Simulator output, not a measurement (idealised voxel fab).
The following process module bears the name voxel transistor to metal.
Cross-section cut: width 300 nm, square cells of 5 nm.
Cross-section = grid of square cells, listed top down in bands; band = one or more rows. What a band's entry tells you: where the top is and where the bottom is, as heights in nm, and after that what lies inside, material by material from left to right, each with its width in nm. Empty space is written as the word "empty", and a single material marked with the word "throughout" occupies the band from edge to edge. The level at which height equals 0 is the one under which the wafer, as it arrives, is entirely one material. No lower edge exists for the bottom band, which continues downward and is notated as in "top 0, no bottom". Graded width ("30..40"): value in top row of band = first number; value in bottom row = second number; row-to-row change constant. Any step labelled "no alterations made" changed none of the cells in the cross-section. Enclosed void entries: empty space of 8 cells or more with no open way to the top, each as width x height at its distance from the left edge, in nm. Note: text after step settings on the step line = simulator remark on that step. "overlay nm" answers the question of how far to the right of plan the mask lay on a step that has a mask, and when it is negative the answer is to the left. What follows is a series of pairs. Each pair shows a cross-section before one process step and the cross-section after it, and the after view is drawn only down to the lowest band that changed. Beneath each pair is the step that lies between the two, with its settings. Pairs may come from different runs of this module on the same starting wafer, so a pair continues from the one above it only where its entry headed "Pre-step snapshot" says so.

### Pre-step snapshot
> top 50, bottom 40  SiO2 throughout
> top 40, bottom 25  SiO2: 70, SiCN: 20, SiO2: 120, SiCN: 20, SiO2: 70
> top 25, bottom 5  SiO2: 70, polySi: 20, SiO2: 120, polySi: 20, SiO2: 70
> top 5, bottom -5  SiO2: 50, pSi: 15, SiO2: 5, polySi: 20, SiO2: 5, pSi: 15, SiO2: 80, pSi: 15, SiO2: 5, polySi: 20, SiO2: 5, pSi: 15, SiO2: 50
> top -5, bottom -10  SiO2: 50, pSi: 15, SiO2: 30, pSi: 15, SiO2: 80, pSi: 15, SiO2: 30, pSi: 15, SiO2: 50
> top -10, bottom -25  SiO2: 25, pSi: 40, Si: 30, pSi: 40, SiO2: 30, pSi: 40, Si: 30, pSi: 40, SiO2: 25
> top -25, bottom -40  SiO2: 25, Si: 110, SiO2: 30, Si: 110, SiO2: 25
> top -40, no bottom  Si throughout
> Enclosed void entries: none

### State After Step
> top 50, bottom 40  SiO2: 35, empty: 20, SiO2: 50, empty: 20, SiO2: 50, empty: 20, SiO2: 50, empty: 20, SiO2: 35
> top 40, bottom 25  SiO2: 35, empty: 20, SiO2: 15, SiCN: 20, SiO2: 15, empty: 20, SiO2: 50, empty: 20, SiO2: 15, SiCN: 20, SiO2: 15, empty: 20, SiO2: 35
> top 25, bottom 5  SiO2: 35, empty: 20, SiO2: 15, polySi: 20, SiO2: 15, empty: 20, SiO2: 50, empty: 20, SiO2: 15, polySi: 20, SiO2: 15, empty: 20, SiO2: 35
> top 5, bottom -5  SiO2: 35, empty: 15, pSi: 15, SiO2: 5, polySi: 20, SiO2: 5, pSi: 15, empty: 15, SiO2: 50, empty: 15, pSi: 15, SiO2: 5, polySi: 20, SiO2: 5, pSi: 15, empty: 15, SiO2: 35
> top -5, bottom -10  SiO2: 35, empty: 15, pSi: 15, SiO2: 30, pSi: 15, empty: 15, SiO2: 50, empty: 15, pSi: 15, SiO2: 30, pSi: 15, empty: 15, SiO2: 35
> Nothing below the height -10 has changed.
> Enclosed void entries: none
What is the step between the two cross-sections above? MASKED_ETCH (tone open; mask id CONTACT; width nm 20; pitch nm 70; etch materials SiO2; depth nm 60; overlay nm 0)

Pre-step snapshot: Please consult the pair immediately above; the cross-section it shows after its step is the state before this step.

### State After Step
> top 55, bottom 50  TiN: 40, empty: 10, TiN: 60, empty: 10, TiN: 60, empty: 10, TiN: 60, empty: 10, TiN: 40
> top 50, bottom 40  SiO2: 35, TiN: 5, empty: 10, TiN: 5, SiO2: 50, TiN: 5, empty: 10, TiN: 5, SiO2: 50, TiN: 5, empty: 10, TiN: 5, SiO2: 50, TiN: 5, empty: 10, TiN: 5, SiO2: 35
> top 40, bottom 25  SiO2: 35, TiN: 5, empty: 10, TiN: 5, SiO2: 15, SiCN: 20, SiO2: 15, TiN: 5, empty: 10, TiN: 5, SiO2: 50, TiN: 5, empty: 10, TiN: 5, SiO2: 15, SiCN: 20, SiO2: 15, TiN: 5, empty: 10, TiN: 5, SiO2: 35
> top 25, bottom 10  SiO2: 35, TiN: 5, empty: 10, TiN: 5, SiO2: 15, polySi: 20, SiO2: 15, TiN: 5, empty: 10, TiN: 5, SiO2: 50, TiN: 5, empty: 10, TiN: 5, SiO2: 15, polySi: 20, SiO2: 15, TiN: 5, empty: 10, TiN: 5, SiO2: 35
> top 10, bottom 5  SiO2: 35, TiN: 5, empty: 5, TiN: 10, SiO2: 15, polySi: 20, SiO2: 15, TiN: 10, empty: 5, TiN: 5, SiO2: 50, TiN: 5, empty: 5, TiN: 10, SiO2: 15, polySi: 20, SiO2: 15, TiN: 10, empty: 5, TiN: 5, SiO2: 35
> top 5, bottom -5  SiO2: 35, TiN: 5, empty: 5, TiN: 5, pSi: 15, SiO2: 5, polySi: 20, SiO2: 5, pSi: 15, TiN: 5, empty: 5, TiN: 5, SiO2: 50, TiN: 5, empty: 5, TiN: 5, pSi: 15, SiO2: 5, polySi: 20, SiO2: 5, pSi: 15, TiN: 5, empty: 5, TiN: 5, SiO2: 35
> top -5, bottom -10  SiO2: 35, TiN: 15, pSi: 15, SiO2: 30, pSi: 15, TiN: 15, SiO2: 50, TiN: 15, pSi: 15, SiO2: 30, pSi: 15, TiN: 15, SiO2: 35
> Nothing below the height -10 has changed.
> Enclosed void entries: none
What is the step between the two cross-sections above? CONFORMAL_DEP (material TiN; thk nm 5)

Pre-step snapshot: Please consult the pair immediately above; the cross-section it shows after its step is the state before this step.

### State After Step
> top 60, bottom 55  W throughout
> top 55, bottom 50  TiN: 40, W: 10, TiN: 60, W: 10, TiN: 60, W: 10, TiN: 60, W: 10, TiN: 40
> top 50, bottom 40  SiO2: 35, TiN: 5, W: 10, TiN: 5, SiO2: 50, TiN: 5, W: 10, TiN: 5, SiO2: 50, TiN: 5, W: 10, TiN: 5, SiO2: 50, TiN: 5, W: 10, TiN: 5, SiO2: 35
> top 40, bottom 25  SiO2: 35, TiN: 5, W: 10, TiN: 5, SiO2: 15, SiCN: 20, SiO2: 15, TiN: 5, W: 10, TiN: 5, SiO2: 50, TiN: 5, W: 10, TiN: 5, SiO2: 15, SiCN: 20, SiO2: 15, TiN: 5, W: 10, TiN: 5, SiO2: 35
> top 25, bottom 10  SiO2: 35, TiN: 5, W: 10, TiN: 5, SiO2: 15, polySi: 20, SiO2: 15, TiN: 5, W: 10, TiN: 5, SiO2: 50, TiN: 5, W: 10, TiN: 5, SiO2: 15, polySi: 20, SiO2: 15, TiN: 5, W: 10, TiN: 5, SiO2: 35
> top 10, bottom 5  SiO2: 35, TiN: 5, W: 5, TiN: 10, SiO2: 15, polySi: 20, SiO2: 15, TiN: 10, W: 5, TiN: 5, SiO2: 50, TiN: 5, W: 5, TiN: 10, SiO2: 15, polySi: 20, SiO2: 15, TiN: 10, W: 5, TiN: 5, SiO2: 35
> top 5, bottom -5  SiO2: 35, TiN: 5, W: 5, TiN: 5, pSi: 15, SiO2: 5, polySi: 20, SiO2: 5, pSi: 15, TiN: 5, W: 5, TiN: 5, SiO2: 50, TiN: 5, W: 5, TiN: 5, pSi: 15, SiO2: 5, polySi: 20, SiO2: 5, pSi: 15, TiN: 5, W: 5, TiN: 5, SiO2: 35
> Nothing below the height -5 has changed.
> Enclosed void entries: none
What is the step between the two cross-sections above? FILL_DEP (material W; thk nm 5)

Pre-step snapshot: Please consult the pair immediately above; the cross-section it shows after its step is the state before this step.

### State After Step
> top 50, bottom 40  SiO2: 35, TiN: 5, W: 10, TiN: 5, SiO2: 50, TiN: 5, W: 10, TiN: 5, SiO2: 50, TiN: 5, W: 10, TiN: 5, SiO2: 50, TiN: 5, W: 10, TiN: 5, SiO2: 35
> Nothing below the height 40 has changed.
> Enclosed void entries: none
What is the step between the two cross-sections above? CMP (height nm 50)

Pre-step snapshot: Please consult the pair immediately above; the cross-section it shows after its step is the state before this step.

### State After Step
> top 55, bottom 50  SiCN throughout
> Nothing below the height 50 has changed.
> Enclosed void entries: none
What is the step between the two cross-sections above? CONFORMAL_DEP (material SiCN; thk nm 5)

Pre-step snapshot: Please consult the pair immediately above; the cross-section it shows after its step is the state before this step.

### State After Step
> top 80, bottom 55  SiO2 throughout
> Nothing below the height 55 has changed.
> Enclosed void entries: none
What is the step between the two cross-sections above? DIRECTIONAL_DEP (material SiO2; thk nm 25)

Pre-step snapshot: Please consult the pair immediately above; the cross-section it shows after its step is the state before this step.

### State After Step
> top 80, bottom 55  SiO2: 35, empty: 20, SiO2: 50, empty: 20, SiO2: 50, empty: 20, SiO2: 50, empty: 20, SiO2: 35
> Nothing below the height 55 has changed.
> Enclosed void entries: none
What is the step between the two cross-sections above? MASKED_ETCH (tone open; mask id METAL_1; width nm 20; pitch nm 70; etch materials SiO2; depth nm 25; overlay nm 0)

Pre-step snapshot: Please consult the pair immediately above; the cross-section it shows after its step is the state before this step.

### State After Step
> top 80, bottom 55  SiO2: 35, empty: 20, SiO2: 50, empty: 20, SiO2: 50, empty: 20, SiO2: 50, empty: 20, SiO2: 35
> top 55, bottom 50  SiCN: 35, empty: 20, SiCN: 50, empty: 20, SiCN: 50, empty: 20, SiCN: 50, empty: 20, SiCN: 35
> Nothing below the height 50 has changed.
> Enclosed void entries: none
What is the step between the two cross-sections above? MASKED_ETCH (tone open; mask id METAL_1; width nm 20; pitch nm 70; etch materials SiCN; depth nm 5; overlay nm 0)

Pre-step snapshot: Please consult the pair immediately above; the cross-section it shows after its step is the state before this step.

### State After Step
> top 85, bottom 80  TiN: 40, empty: 10, TiN: 60, empty: 10, TiN: 60, empty: 10, TiN: 60, empty: 10, TiN: 40
> top 80, bottom 55  SiO2: 35, TiN: 5, empty: 10, TiN: 5, SiO2: 50, TiN: 5, empty: 10, TiN: 5, SiO2: 50, TiN: 5, empty: 10, TiN: 5, SiO2: 50, TiN: 5, empty: 10, TiN: 5, SiO2: 35
> top 55, bottom 50  SiCN: 35, TiN: 20, SiCN: 50, TiN: 20, SiCN: 50, TiN: 20, SiCN: 50, TiN: 20, SiCN: 35
> Nothing below the height 50 has changed.
> Enclosed void entries: none
What is the step between the two cross-sections above? CONFORMAL_DEP (material TiN; thk nm 5)

Pre-step snapshot: Please consult the pair immediately above; the cross-section it shows after its step is the state before this step.

### State After Step
> top 95, bottom 85  Cu throughout
> top 85, bottom 80  TiN: 40, Cu: 10, TiN: 60, Cu: 10, TiN: 60, Cu: 10, TiN: 60, Cu: 10, TiN: 40
> top 80, bottom 55  SiO2: 35, TiN: 5, Cu: 10, TiN: 5, SiO2: 50, TiN: 5, Cu: 10, TiN: 5, SiO2: 50, TiN: 5, Cu: 10, TiN: 5, SiO2: 50, TiN: 5, Cu: 10, TiN: 5, SiO2: 35
> Nothing below the height 55 has changed.
> Enclosed void entries: none
What is the step between the two cross-sections above? FILL_DEP (material Cu; thk nm 10)

Pre-step snapshot: Please consult the pair immediately above; the cross-section it shows after its step is the state before this step.

### State After Step
> top 80, bottom 55  SiO2: 35, TiN: 5, Cu: 10, TiN: 5, SiO2: 50, TiN: 5, Cu: 10, TiN: 5, SiO2: 50, TiN: 5, Cu: 10, TiN: 5, SiO2: 50, TiN: 5, Cu: 10, TiN: 5, SiO2: 35
> Nothing below the height 55 has changed.
> Enclosed void entries: none
What is the step between the two cross-sections above? CMP (height nm 80)

Pre-step snapshot: Please consult the pair immediately above; the cross-section it shows after its step is the state before this step.

### State After Step
> top 85, bottom 80  empty: 30, Ru: 30, empty: 40, Ru: 30, empty: 40, Ru: 30, empty: 40, Ru: 30, empty: 30
> Nothing below the height 80 has changed.
> Enclosed void entries: none
What is the step between the two cross-sections above? EPI (material Ru; thk nm 5)

Pre-step snapshot: Please consult the pair immediately above; the cross-section it shows after its step is the state before this step.

### State After Step
> top 90, bottom 85  SiCN throughout
> top 85, bottom 80  SiCN: 30, Ru: 30, SiCN: 40, Ru: 30, SiCN: 40, Ru: 30, SiCN: 40, Ru: 30, SiCN: 30
> Nothing below the height 80 has changed.
> Enclosed void entries: none
What is the step between the two cross-sections above? FILL_DEP (material SiCN; thk nm 5)

### Pre-step snapshot
> top 40, bottom 35  empty: 60, SiN: 5, empty: 5, SiCN: 20, empty: 5, SiN: 5, empty: 100, SiN: 5, empty: 5, SiCN: 20, empty: 5, SiN: 5, empty: 60
> top 35, bottom 25  empty: 60, SiN: 5, SiO2: 5, SiCN: 20, SiO2: 5, SiN: 5, empty: 100, SiN: 5, SiO2: 5, SiCN: 20, SiO2: 5, SiN: 5, empty: 60
> top 25, bottom -5  empty: 60, SiN: 5, SiO2: 5, polySi: 20, SiO2: 5, SiN: 5, empty: 100, SiN: 5, SiO2: 5, polySi: 20, SiO2: 5, SiN: 5, empty: 60
> top -5, bottom -10  empty: 60, SiO2: 40, empty: 100, SiO2: 40, empty: 60
> top -10, bottom -25  SiO2: 25, empty: 35, Si: 40, empty: 35, SiO2: 30, empty: 35, Si: 40, empty: 35, SiO2: 25
> top -25, bottom -40  SiO2: 25, Si: 110, SiO2: 30, Si: 110, SiO2: 25
> top -40, no bottom  Si throughout
> Enclosed void entries: none

### State After Step
> top 40, bottom 35  empty: 60, SiN: 5, empty: 5, SiCN: 20, empty: 5, SiN: 5, empty: 100, SiN: 5, empty: 5, SiCN: 20, empty: 5, SiN: 5, empty: 60
> top 35, bottom 25  empty: 60, SiN: 5, SiO2: 5, SiCN: 20, SiO2: 5, SiN: 5, empty: 100, SiN: 5, SiO2: 5, SiCN: 20, SiO2: 5, SiN: 5, empty: 60
> top 25, bottom -5  empty: 60, SiN: 5, SiO2: 5, polySi: 20, SiO2: 5, SiN: 5, empty: 100, SiN: 5, SiO2: 5, polySi: 20, SiO2: 5, SiN: 5, empty: 60
> top -5, bottom -10  empty: 60, SiO2: 40, empty: 100, SiO2: 40, empty: 60
> top -10, bottom -40  SiO2: 25, empty: 35, Si: 40, empty: 35, SiO2: 30, empty: 35, Si: 40, empty: 35, SiO2: 25
> Nothing below the height -40 has changed.
> Enclosed void entries: none
What is the step between the two cross-sections above? DIRECTIONAL_ETCH (etch materials Si; depth nm 15)

Pre-step snapshot: Please consult the pair immediately above; the cross-section it shows after its step is the state before this step.

### State After Step
> top 40, bottom 35  empty: 60, SiN: 5, empty: 5, SiCN: 20, empty: 5, SiN: 5, empty: 100, SiN: 5, empty: 5, SiCN: 20, empty: 5, SiN: 5, empty: 60
> top 35, bottom 25  empty: 60, SiN: 5, SiO2: 5, SiCN: 20, SiO2: 5, SiN: 5, empty: 100, SiN: 5, SiO2: 5, SiCN: 20, SiO2: 5, SiN: 5, empty: 60
> top 25, bottom 5  empty: 60, SiN: 5, SiO2: 5, polySi: 20, SiO2: 5, SiN: 5, empty: 100, SiN: 5, SiO2: 5, polySi: 20, SiO2: 5, SiN: 5, empty: 60
> top 5, bottom -5  empty: 45, pSi: 15, SiN: 5, SiO2: 5, polySi: 20, SiO2: 5, SiN: 5, pSi: 15, empty: 70, pSi: 15, SiN: 5, SiO2: 5, polySi: 20, SiO2: 5, SiN: 5, pSi: 15, empty: 45
> top -5, bottom -10  empty: 45, pSi: 15, SiO2: 40, pSi: 15, empty: 70, pSi: 15, SiO2: 40, pSi: 15, empty: 45
> top -10, bottom -25  SiO2: 25, empty: 20, pSi: 15, Si: 40, pSi: 15, empty: 20, SiO2: 30, empty: 20, pSi: 15, Si: 40, pSi: 15, empty: 20, SiO2: 25
> top -25, bottom -40  SiO2: 25, pSi: 35, Si: 40, pSi: 35, SiO2: 30, pSi: 35, Si: 40, pSi: 35, SiO2: 25
> Nothing below the height -40 has changed.
> Enclosed void entries: none
What is the step between the two cross-sections above? EPI (material pSi; thk nm 15)

Pre-step snapshot: Please consult the pair immediately above; the cross-section it shows after its step is the state before this step.

### State After Step
> top 45, bottom 40  SiO2 throughout
> top 40, bottom 25  SiO2: 60, SiN: 5, SiO2: 5, SiCN: 20, SiO2: 5, SiN: 5, SiO2: 100, SiN: 5, SiO2: 5, SiCN: 20, SiO2: 5, SiN: 5, SiO2: 60
> top 25, bottom 5  SiO2: 60, SiN: 5, SiO2: 5, polySi: 20, SiO2: 5, SiN: 5, SiO2: 100, SiN: 5, SiO2: 5, polySi: 20, SiO2: 5, SiN: 5, SiO2: 60
> top 5, bottom -5  SiO2: 45, pSi: 15, SiN: 5, SiO2: 5, polySi: 20, SiO2: 5, SiN: 5, pSi: 15, SiO2: 70, pSi: 15, SiN: 5, SiO2: 5, polySi: 20, SiO2: 5, SiN: 5, pSi: 15, SiO2: 45
> top -5, bottom -10  SiO2: 45, pSi: 15, SiO2: 40, pSi: 15, SiO2: 70, pSi: 15, SiO2: 40, pSi: 15, SiO2: 45
> top -10, bottom -25  SiO2: 45, pSi: 15, Si: 40, pSi: 15, SiO2: 70, pSi: 15, Si: 40, pSi: 15, SiO2: 45
> Nothing below the height -25 has changed.
> Enclosed void entries: none
What is the step between the two cross-sections above? FILL_DEP (material SiO2; thk nm 5)

Pre-step snapshot: Please consult the pair immediately above; the cross-section it shows after its step is the state before this step.

### State After Step
> top 40, bottom 25  SiO2: 60, SiN: 5, SiO2: 5, SiCN: 20, SiO2: 5, SiN: 5, SiO2: 100, SiN: 5, SiO2: 5, SiCN: 20, SiO2: 5, SiN: 5, SiO2: 60
> Nothing below the height 25 has changed.
> Enclosed void entries: none
What is the step between the two cross-sections above? CMP (height nm 40)

Pre-step snapshot: Please consult the pair immediately above; the cross-section it shows after its step is the state before this step.

### State After Step
> top 50, bottom 40  SiO2 throughout
> Nothing below the height 40 has changed.
> Enclosed void entries: none
What is the step between the two cross-sections above? DIRECTIONAL_DEP (material SiO2; thk nm 10)

Pre-step snapshot: Please consult the pair immediately above; the cross-section it shows after its step is the state before this step.

### State After Step
> top 50, bottom 40  SiO2: 35, empty: 20, SiO2: 50, empty: 20, SiO2: 50, empty: 20, SiO2: 50, empty: 20, SiO2: 35
> top 40, bottom 25  SiO2: 35, empty: 20, SiO2: 5, SiN: 5, SiO2: 5, SiCN: 20, SiO2: 5, SiN: 5, SiO2: 5, empty: 20, SiO2: 50, empty: 20, SiO2: 5, SiN: 5, SiO2: 5, SiCN: 20, SiO2: 5, SiN: 5, SiO2: 5, empty: 20, SiO2: 35
> top 25, bottom 5  SiO2: 35, empty: 20, SiO2: 5, SiN: 5, SiO2: 5, polySi: 20, SiO2: 5, SiN: 5, SiO2: 5, empty: 20, SiO2: 50, empty: 20, SiO2: 5, SiN: 5, SiO2: 5, polySi: 20, SiO2: 5, SiN: 5, SiO2: 5, empty: 20, SiO2: 35
> top 5, bottom -5  SiO2: 35, empty: 10, pSi: 15, SiN: 5, SiO2: 5, polySi: 20, SiO2: 5, SiN: 5, pSi: 15, empty: 10, SiO2: 50, empty: 10, pSi: 15, SiN: 5, SiO2: 5, polySi: 20, SiO2: 5, SiN: 5, pSi: 15, empty: 10, SiO2: 35
> top -5, bottom -10  SiO2: 35, empty: 10, pSi: 15, SiO2: 40, pSi: 15, empty: 10, SiO2: 50, empty: 10, pSi: 15, SiO2: 40, pSi: 15, empty: 10, SiO2: 35
> Nothing below the height -10 has changed.
> Enclosed void entries: none
What is the step between the two cross-sections above? MASKED_ETCH (tone open; mask id CONTACT; width nm 20; pitch nm 70; etch materials SiO2; depth nm 60; overlay nm 0)

Pre-step snapshot: Please consult the pair immediately above; the cross-section it shows after its step is the state before this step.

### State After Step
> top 55, bottom 50  TiN: 40, empty: 10, TiN: 60, empty: 10, TiN: 60, empty: 10, TiN: 60, empty: 10, TiN: 40
> top 50, bottom 40  SiO2: 35, TiN: 5, empty: 10, TiN: 5, SiO2: 50, TiN: 5, empty: 10, TiN: 5, SiO2: 50, TiN: 5, empty: 10, TiN: 5, SiO2: 50, TiN: 5, empty: 10, TiN: 5, SiO2: 35
> top 40, bottom 25  SiO2: 35, TiN: 5, empty: 10, TiN: 5, SiO2: 5, SiN: 5, SiO2: 5, SiCN: 20, SiO2: 5, SiN: 5, SiO2: 5, TiN: 5, empty: 10, TiN: 5, SiO2: 50, TiN: 5, empty: 10, TiN: 5, SiO2: 5, SiN: 5, SiO2: 5, SiCN: 20, SiO2: 5, SiN: 5, SiO2: 5, TiN: 5, empty: 10, TiN: 5, SiO2: 35
> top 25, bottom 10  SiO2: 35, TiN: 5, empty: 10, TiN: 5, SiO2: 5, SiN: 5, SiO2: 5, polySi: 20, SiO2: 5, SiN: 5, SiO2: 5, TiN: 5, empty: 10, TiN: 5, SiO2: 50, TiN: 5, empty: 10, TiN: 5, SiO2: 5, SiN: 5, SiO2: 5, polySi: 20, SiO2: 5, SiN: 5, SiO2: 5, TiN: 5, empty: 10, TiN: 5, SiO2: 35
> top 10, bottom 5  SiO2: 35, TiN: 20, SiO2: 5, SiN: 5, SiO2: 5, polySi: 20, SiO2: 5, SiN: 5, SiO2: 5, TiN: 20, SiO2: 50, TiN: 20, SiO2: 5, SiN: 5, SiO2: 5, polySi: 20, SiO2: 5, SiN: 5, SiO2: 5, TiN: 20, SiO2: 35
> top 5, bottom -5  SiO2: 35, TiN: 10, pSi: 15, SiN: 5, SiO2: 5, polySi: 20, SiO2: 5, SiN: 5, pSi: 15, TiN: 10, SiO2: 50, TiN: 10, pSi: 15, SiN: 5, SiO2: 5, polySi: 20, SiO2: 5, SiN: 5, pSi: 15, TiN: 10, SiO2: 35
> top -5, bottom -10  SiO2: 35, TiN: 10, pSi: 15, SiO2: 40, pSi: 15, TiN: 10, SiO2: 50, TiN: 10, pSi: 15, SiO2: 40, pSi: 15, TiN: 10, SiO2: 35
> Nothing below the height -10 has changed.
> Enclosed void entries: none
What is the step between the two cross-sections above? CONFORMAL_DEP (material TiN; thk nm 5)

Pre-step snapshot: Please consult the pair immediately above; the cross-section it shows after its step is the state before this step.

### State After Step
> top 60, bottom 55  W throughout
> top 55, bottom 50  TiN: 40, W: 10, TiN: 60, W: 10, TiN: 60, W: 10, TiN: 60, W: 10, TiN: 40
> top 50, bottom 40  SiO2: 35, TiN: 5, W: 10, TiN: 5, SiO2: 50, TiN: 5, W: 10, TiN: 5, SiO2: 50, TiN: 5, W: 10, TiN: 5, SiO2: 50, TiN: 5, W: 10, TiN: 5, SiO2: 35
> top 40, bottom 25  SiO2: 35, TiN: 5, W: 10, TiN: 5, SiO2: 5, SiN: 5, SiO2: 5, SiCN: 20, SiO2: 5, SiN: 5, SiO2: 5, TiN: 5, W: 10, TiN: 5, SiO2: 50, TiN: 5, W: 10, TiN: 5, SiO2: 5, SiN: 5, SiO2: 5, SiCN: 20, SiO2: 5, SiN: 5, SiO2: 5, TiN: 5, W: 10, TiN: 5, SiO2: 35
> top 25, bottom 10  SiO2: 35, TiN: 5, W: 10, TiN: 5, SiO2: 5, SiN: 5, SiO2: 5, polySi: 20, SiO2: 5, SiN: 5, SiO2: 5, TiN: 5, W: 10, TiN: 5, SiO2: 50, TiN: 5, W: 10, TiN: 5, SiO2: 5, SiN: 5, SiO2: 5, polySi: 20, SiO2: 5, SiN: 5, SiO2: 5, TiN: 5, W: 10, TiN: 5, SiO2: 35
> Nothing below the height 10 has changed.
> Enclosed void entries: none
What is the step between the two cross-sections above? FILL_DEP (material W; thk nm 5)

Pre-step snapshot: Please consult the pair immediately above; the cross-section it shows after its step is the state before this step.

### State After Step
> top 50, bottom 40  SiO2: 35, TiN: 5, W: 10, TiN: 5, SiO2: 50, TiN: 5, W: 10, TiN: 5, SiO2: 50, TiN: 5, W: 10, TiN: 5, SiO2: 50, TiN: 5, W: 10, TiN: 5, SiO2: 35
> Nothing below the height 40 has changed.
> Enclosed void entries: none
What is the step between the two cross-sections above? CMP (height nm 50)

Pre-step snapshot: Please consult the pair immediately above; the cross-section it shows after its step is the state before this step.

### State After Step
> top 55, bottom 50  SiCN throughout
> Nothing below the height 50 has changed.
> Enclosed void entries: none
What is the step between the two cross-sections above? CONFORMAL_DEP (material SiCN; thk nm 5)

Pre-step snapshot: Please consult the pair immediately above; the cross-section it shows after its step is the state before this step.

### State After Step
> top 80, bottom 55  SiO2 throughout
> Nothing below the height 55 has changed.
> Enclosed void entries: none
What is the step between the two cross-sections above? DIRECTIONAL_DEP (material SiO2; thk nm 25)

Pre-step snapshot: Please consult the pair immediately above; the cross-section it shows after its step is the state before this step.

### State After Step
> top 80, bottom 55  SiO2: 35, empty: 20, SiO2: 50, empty: 20, SiO2: 50, empty: 20, SiO2: 50, empty: 20, SiO2: 35
> Nothing below the height 55 has changed.
> Enclosed void entries: none
What is the step between the two cross-sections above? MASKED_ETCH (tone open; mask id METAL_1; width nm 20; pitch nm 70; etch materials SiO2; depth nm 25; overlay nm 0)

Pre-step snapshot: Please consult the pair immediately above; the cross-section it shows after its step is the state before this step.

### State After Step
> top 80, bottom 55  SiO2: 35, empty: 20, SiO2: 50, empty: 20, SiO2: 50, empty: 20, SiO2: 50, empty: 20, SiO2: 35
> top 55, bottom 50  SiCN: 35, empty: 20, SiCN: 50, empty: 20, SiCN: 50, empty: 20, SiCN: 50, empty: 20, SiCN: 35
> Nothing below the height 50 has changed.
> Enclosed void entries: none
What is the step between the two cross-sections above? MASKED_ETCH (tone open; mask id METAL_1; width nm 20; pitch nm 70; etch materials SiCN; depth nm 5; overlay nm 0)

Pre-step snapshot: Please consult the pair immediately above; the cross-section it shows after its step is the state before this step.

### State After Step
> top 85, bottom 80  TiN: 40, empty: 10, TiN: 60, empty: 10, TiN: 60, empty: 10, TiN: 60, empty: 10, TiN: 40
> top 80, bottom 55  SiO2: 35, TiN: 5, empty: 10, TiN: 5, SiO2: 50, TiN: 5, empty: 10, TiN: 5, SiO2: 50, TiN: 5, empty: 10, TiN: 5, SiO2: 50, TiN: 5, empty: 10, TiN: 5, SiO2: 35
> top 55, bottom 50  SiCN: 35, TiN: 20, SiCN: 50, TiN: 20, SiCN: 50, TiN: 20, SiCN: 50, TiN: 20, SiCN: 35
> Nothing below the height 50 has changed.
> Enclosed void entries: none
What is the step between the two cross-sections above? CONFORMAL_DEP (material TiN; thk nm 5)

Pre-step snapshot: Please consult the pair immediately above; the cross-section it shows after its step is the state before this step.

### State After Step
> top 95, bottom 85  Cu throughout
> top 85, bottom 80  TiN: 40, Cu: 10, TiN: 60, Cu: 10, TiN: 60, Cu: 10, TiN: 60, Cu: 10, TiN: 40
> top 80, bottom 55  SiO2: 35, TiN: 5, Cu: 10, TiN: 5, SiO2: 50, TiN: 5, Cu: 10, TiN: 5, SiO2: 50, TiN: 5, Cu: 10, TiN: 5, SiO2: 50, TiN: 5, Cu: 10, TiN: 5, SiO2: 35
> Nothing below the height 55 has changed.
> Enclosed void entries: none
What is the step between the two cross-sections above? FILL_DEP (material Cu; thk nm 10)

Pre-step snapshot: Please consult the pair immediately above; the cross-section it shows after its step is the state before this step.

### State After Step
> top 80, bottom 55  SiO2: 35, TiN: 5, Cu: 10, TiN: 5, SiO2: 50, TiN: 5, Cu: 10, TiN: 5, SiO2: 50, TiN: 5, Cu: 10, TiN: 5, SiO2: 50, TiN: 5, Cu: 10, TiN: 5, SiO2: 35
> Nothing below the height 55 has changed.
> Enclosed void entries: none
What is the step between the two cross-sections above? CMP (height nm 80)

Pre-step snapshot: Please consult the pair immediately above; the cross-section it shows after its step is the state before this step.

### State After Step
> top 85, bottom 80  empty: 30, Ru: 30, empty: 40, Ru: 30, empty: 40, Ru: 30, empty: 40, Ru: 30, empty: 30
> Nothing below the height 80 has changed.
> Enclosed void entries: none
What is the step between the two cross-sections above? EPI (material Ru; thk nm 5)

Pre-step snapshot: Please consult the pair immediately above; the cross-section it shows after its step is the state before this step.

### State After Step
> top 90, bottom 85  SiCN throughout
> top 85, bottom 80  SiCN: 30, Ru: 30, SiCN: 40, Ru: 30, SiCN: 40, Ru: 30, SiCN: 40, Ru: 30, SiCN: 30
> Nothing below the height 80 has changed.
> Enclosed void entries: none
What is the step between the two cross-sections above? FILL_DEP (material SiCN; thk nm 5)
